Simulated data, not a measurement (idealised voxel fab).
Title: Process Module voxel self aligned contacts
For reference, the cross-section in this document is cut, with width 240 nm and square cells of 5 nm.
Heads up, the way a cross-section reads in here is a grid of square cells, handed over as bands from the top down, with every band being one or more rows of cells.
The entry gives the band's vertical extent as a top height and a bottom height in nm, then its horizontal make-up as materials from left to right, each with a width in nm. "empty" stands for empty space; a single material marked "everywhere" fills the band edge to edge.
Heights are expressed relative to 0, this being the level below which the as-received wafer comprises one material exclusively. The lowest band is unbounded in the downward direction and is denoted as in "0 nm and below".
Top row gets the first number, bottom row gets the second, and each row in between changes by the same step: that is how a band width like "30->40" works.
"remained unchanged", as given for a step, is the statement that not any cell of the cross-section underwent a change during that step.
What "Voids, sealed" gives you is every empty space of 8 cells or more that is cut off from the top. Each appears as width x height at distance, with the distance taken from the left edge and width, height and distance all in nm.
after a step's settings: what the simulator itself notes on the step
On any step carrying a mask, the "overlay nm" setting, if present on the step's line, tells how far right of its planned place the mask lay; negative values point to the left.
# Set out below are the planned steps of the process
| 1 | RECEIVE, material Si |
| 2 | CONFORMAL_DEP, material SiO2, thk nm 5 |
| 3 | DIRECTIONAL_DEP, material polySi, thk nm 25 |
| 4 | DIRECTIONAL_DEP, material SiN, thk nm 20 |
| 5 | DIRECTIONAL_DEP, material aC, thk nm 10 |
| 6 | PATTERN, tone cover, mask id GATE, material resist, width nm 25, pitch nm 75, thk nm 25, overlay nm 0 |
| 7 | DIRECTIONAL_ETCH, etch materials aC, depth nm 10 |
| 8 | STRIP, etch materials resist |
| 9 | DIRECTIONAL_ETCH, etch materials SiN, depth nm 20 |
| 10 | DIRECTIONAL_ETCH, etch materials polySi, depth nm 25 |
| 11 | STRIP, etch materials aC |
| 12 | CONFORMAL_DEP, material SiN, thk nm 10 |
| 13 | DIRECTIONAL_ETCH, etch materials SiN, depth nm 10 |
| 14 | FILL_DEP, material SiO2, thk nm 10 |
| 15 | CMP, height nm 55 |
| 16 | MASKED_ETCH, tone open, mask id CONTACT, width nm 60, etch materials SiO2, depth nm 55, overlay nm 0 |
| 17 | CONFORMAL_DEP, material TiN, thk nm 5 |
| 18 | FILL_DEP, material W, thk nm 5 |
| 19 | CMP, height nm 55 |
| 20 | CONFORMAL_DEP, material SiCN, thk nm 5 |
The wafers in this document start out alike and differ in the width nm applied at step 6; the plan shows the value used for the first wafer.
# This is how the first of several wafers looked in cross-section when it arrived, which is after step 1
0 nm and below | Si everywhere
Voids, sealed: none
# Cross-section, first of several wafers, end of module, after last step 20
60 nm to 55 nm | SiCN everywhere
55 nm to 50 nm | 90 SiO2; 20 TiN; 20 W; 20 TiN; 90 SiO2
50 nm to 30 nm | 60 SiO2; 45 SiN; 5 TiN; 20 W; 5 TiN; 45 SiN; 60 SiO2
30 nm to 5 nm | 60 SiO2; 10 SiN; 25 polySi; 10 SiN; 5 TiN; 20 W; 5 TiN; 10 SiN; 25 polySi; 10 SiN; 60 SiO2
5 nm to 0 nm | 105 SiO2; 30 TiN; 105 SiO2
0 nm and below | Si everywhere
Voids, sealed: none
# Cross-section at module completion, last wafer
60 nm to 55 nm | SiCN everywhere
55 nm to 50 nm | 90 SiO2; 60 TiN; 90 SiO2
50 nm to 30 nm | 50 SiO2; 70 SiN; 5 TiN; 70 SiN; 45 SiO2
30 nm to 5 nm | 50 SiO2; 10 SiN; 50 polySi; 10 SiN; 5 TiN; 10 SiN; 50 polySi; 10 SiN; 45 SiO2
5 nm to 0 nm | 120 SiO2; 5 TiN; 115 SiO2
0 nm and below | Si everywhere
Voids, sealed: none
# Tabulated below, wafer by wafer, are the end-of-module results: for each material, the number of cells gained (+) or lost (-) relative to the as-received state, followed by the closed voids
width nm 25 | +48 SiCN | +112 SiN | +294 SiO2 | +32 TiN | +40 W | +50 polySi | Voids, sealed: none
width nm 30 | +48 SiCN | +120 SiN | +286 SiO2 | +32 TiN | +30 W | +60 polySi | Voids, sealed: none
width nm 35 | +48 SiCN | +128 SiN | +278 SiO2 | +32 TiN | +20 W | +70 polySi | Voids, sealed: none
width nm 40 | +48 SiCN | +136 SiN | +270 SiO2 | +32 TiN | +10 W | +80 polySi | Voids, sealed: none
width nm 45 | +48 SiCN | +144 SiN | +262 SiO2 | +32 TiN | +90 polySi | Voids, sealed: none
width nm 50 | +48 SiCN | +152 SiN | +254 SiO2 | +22 TiN | +100 polySi | Voids, sealed: none
